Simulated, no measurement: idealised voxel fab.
Process module heading - voxel tone inversion
Cross-section cut: width 140 nm, square cells of 5 nm.
Square cells in a grid make up a cross-section in this document, and the grid is given as bands, listed from the top down, each one or more rows of cells. In this notation a band is specified by the heights of its top and bottom, in that order and in nm, after which its materials appear from left to right, each paired with its width in nm. The word "everywhere" attached to a single material means that material fills the band from edge to edge; the word "air" stands for empty space. Heads up on the height convention: 0 is the point under which the incoming wafer is all one material, and the lowest band has no bottom, it just keeps going down, like "top 0, no bottom". A width given as "30..40" starts at the first number in the band's top row and ends at the second number in its bottom row, shifting by an equal amount at every step from row to row. When a step is marked "remained unchanged", none of the cells in the cross-section changed during that step. The label "Enclosed void inventory" introduces a list of the empty spaces, 8 cells or larger, that have no open way up to the top; each entry in it reads width x height at distance, where the distance is taken from the left edge and all three are stated in nm. Whatever follows a step's settings on its line is a remark the simulator itself makes about that step. overlay nm: how far to the right of its planned place the mask lay on this masked step (negative: to the left).
The process steps that were planned are listed below
| 1 | RECEIVE, material Si |
| 2 | CONFORMAL_DEP, material SiCN, thk nm 10 |
| 3 | DIRECTIONAL_DEP, material aC, thk nm 20 |
| 4 | PATTERN, tone cover, mask id POSTS, material resist, width nm 15, pitch nm 45, thk nm 30, overlay nm 0 |
| 5 | DIRECTIONAL_ETCH, etch materials aC, depth nm 20 |
| 6 | STRIP, etch materials resist |
| 7 | FILL_DEP, material lowk, thk nm 5 |
| 8 | CMP, height nm 30 |
| 9 | STRIP, etch materials aC |
Incoming wafer, cross-sectional view, post step 1
top 0, no bottom | Si everywhere
Enclosed void inventory: none
The module was run from the start shown above using the plan shown above, but one mistake was made doing it; the resulting wafer cross-section is below
top 30, bottom 15 | lowk (40) / air (15) / lowk (30) / air (15) / lowk (40)
top 15, bottom 0 | SiCN everywhere
top 0, no bottom | Si everywhere
Enclosed void inventory: none
Nonconformance to the process plan: step 2 was not run as planned; what actually ran was CONFORMAL_DEP, material SiCN, thk nm 15
